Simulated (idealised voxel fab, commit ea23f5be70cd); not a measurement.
Process module, titled voxel lift off
Cross-section cut: width 185 nm, square cells of 5 nm.
We lay out every cross-section as a grid of square cells and spell it out in bands from the top down, where one band means one or more rows of cells.
Heights first: top, then bottom, in nm. Then materials, left to right, each with a width in nm. "full width" on a single material: fills the band edge to edge. "empty": empty space.
Heights from 0 (as-received wafer is one material below). Bottom band endless downward, as "z 0 and below".
Width: "30 to 40" (first number = top row, second number = bottom row, same change from row to row of cells).
"nothing altered" for a step: no cell of the cross-section changed in that step.
The list in "Closed void inventory" covers empty spaces of 8 cells or more that cannot reach the top through any open way, and it gives each as width x height at distance; the distance is from the left edge, and width, height and distance are in nm.
Post-settings text on a step line: simulator's own remark regarding the step.
"overlay nm" denotes, for a step that has a mask, the displacement of the mask to the right of its planned place, with negative values corresponding to the left.
Process steps foreseen in the plan
| 1 | op RECEIVE | material Si |
| 2 | op CONFORMAL_DEP | material SiO2 | thk nm 15 |
| 3 | op PATTERN | tone open | mask id LINES | material resist | width nm 25 | pitch nm 55 | thk nm 25 | overlay nm 0 |
| 4 | op DIRECTIONAL_DEP | material Ru | thk nm 10 |
| 5 | op STRIP | etch materials resist |
| 6 | op CONFORMAL_DEP | material SiO2 | thk nm 10 |
Here's what the wafer looked like in cross-section when it arrived - that's after step 1
- z 0 and below  Si full width
- Closed void inventory: none
Cross-section taken at module completion on the first of two wafers; processed per the plan
- z 35 to 25  40 of empty, 45 of SiO2, 10 of empty, 45 of SiO2, 45 of empty
- z 25 to 15  50 of SiO2, 25 of Ru, 30 of SiO2, 25 of Ru, 55 of SiO2
- z 15 to 0  SiO2 full width
- z 0 and below  Si full width
- Closed void inventory: none
Second wafer through the module, sectioned at the end: same beginning and same plan as the first wafer, with one mistake in carrying it out
- z 50 to 40  40 of empty, 45 of SiO2, 10 of empty, 45 of SiO2, 45 of empty
- z 40 to 30  50 of SiO2, 25 of Ru, 30 of SiO2, 25 of Ru, 55 of SiO2
- z 30 to 0  SiO2 full width
- z 0 and below  Si full width
- Closed void inventory: none
It is concluded that the wafer was processed incorrectly with respect to the plan, in that step 2 of the plan was performed twice
End check, counted in cells, second wafer has more or fewer of these materials than the first: SiO2: 111 more
